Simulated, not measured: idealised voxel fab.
The following process module bears the name voxel ribs on slabs.
Section cut is 190 nm wide and gridded with 5 nm square cells.
This document writes a cross-section as a grid whose cells are square, and gives it as bands, listed from the top down; one or more rows of cells form a band. Each band's line starts with the height of the band's top and of its bottom, in nm. Then come its materials from left to right, each with its width in nm. One material with "throughout" fills the band from edge to edge. "blank" is empty space. Height datum 0, below which the as-received substrate wafer is one material. Lowest band open at the bottom, running downward: "0..down". A width given as "30..40" starts at the first number in the band's top row and ends at the second number in its bottom row, shifting by an equal amount at every step from row to row. For the purposes of this document, the phrase "no change" attached to a step denotes that no cell within the cross-section was modified by that step. Closed empty spaces (no open way to the top) of 8 cells or more are what "Fully sealed cavities" lists, each as width x height at distance from the left edge, nm for all three. The remark found on a step's line after its settings is issued by the simulator itself and pertains to that step. For masked steps, "overlay nm" on the step line gives how far right of plan the mask actually lay; a minus sign means it lay to the left.

Listed below are the process steps as planned:
| 1 | RECEIVE with material Si |
| 2 | DIRECTIONAL_DEP with material SiO2, thk nm 25 |
| 3 | DIRECTIONAL_DEP with material SiN, thk nm 15 |
| 4 | PATTERN with tone cover, mask id RIB, material resist, width nm 30, thk nm 20, overlay nm 0 |
| 5 | DIRECTIONAL_ETCH with etch materials SiN, depth nm 5 |
| 6 | STRIP with etch materials resist |
| 7 | MASKED_ETCH with tone cover, mask id SLAB, width nm 80, etch materials SiN, depth nm 10, overlay nm 0 |
| 8 | FILL_DEP with material SiO2, thk nm 20 |
| 9 | CMP with height nm 40 |
| 10 | DIRECTIONAL_DEP with material TiN, thk nm 10 |
| 11 | PATTERN with tone cover, mask id HEATER, material resist, width nm 40, thk nm 20, overlay nm 0 |
| 12 | DIRECTIONAL_ETCH with etch materials TiN, depth nm 10 |
| 13 | STRIP with etch materials resist |
| 14 | CONFORMAL_DEP with material SiN, thk nm 5 |
Variable across wafers: step 9 height nm (plan value is that of the first wafer; starting state common to all).

Here's the first of the wafers in cross-section, just as we got it, i.e. after step 1:
* 0..down | Si throughout
* Fully sealed cavities: none

Quick key for the table: a row per wafer, taken at the end of the module. For each material it tells you how many cells the wafer gained (+) or lost (-) since it came in, and the closed voids come after:
height nm 40; +80 SiN; +266 SiO2; +16 TiN; Fully sealed cavities: none
height nm 45; +80 SiN; +304 SiO2; +16 TiN; Fully sealed cavities: none
height nm 50; +80 SiN; +342 SiO2; +16 TiN; Fully sealed cavities: none
height nm 55; +80 SiN; +380 SiO2; +16 TiN; Fully sealed cavities: none
height nm 60; +80 SiN; +418 SiO2; +16 TiN; Fully sealed cavities: none
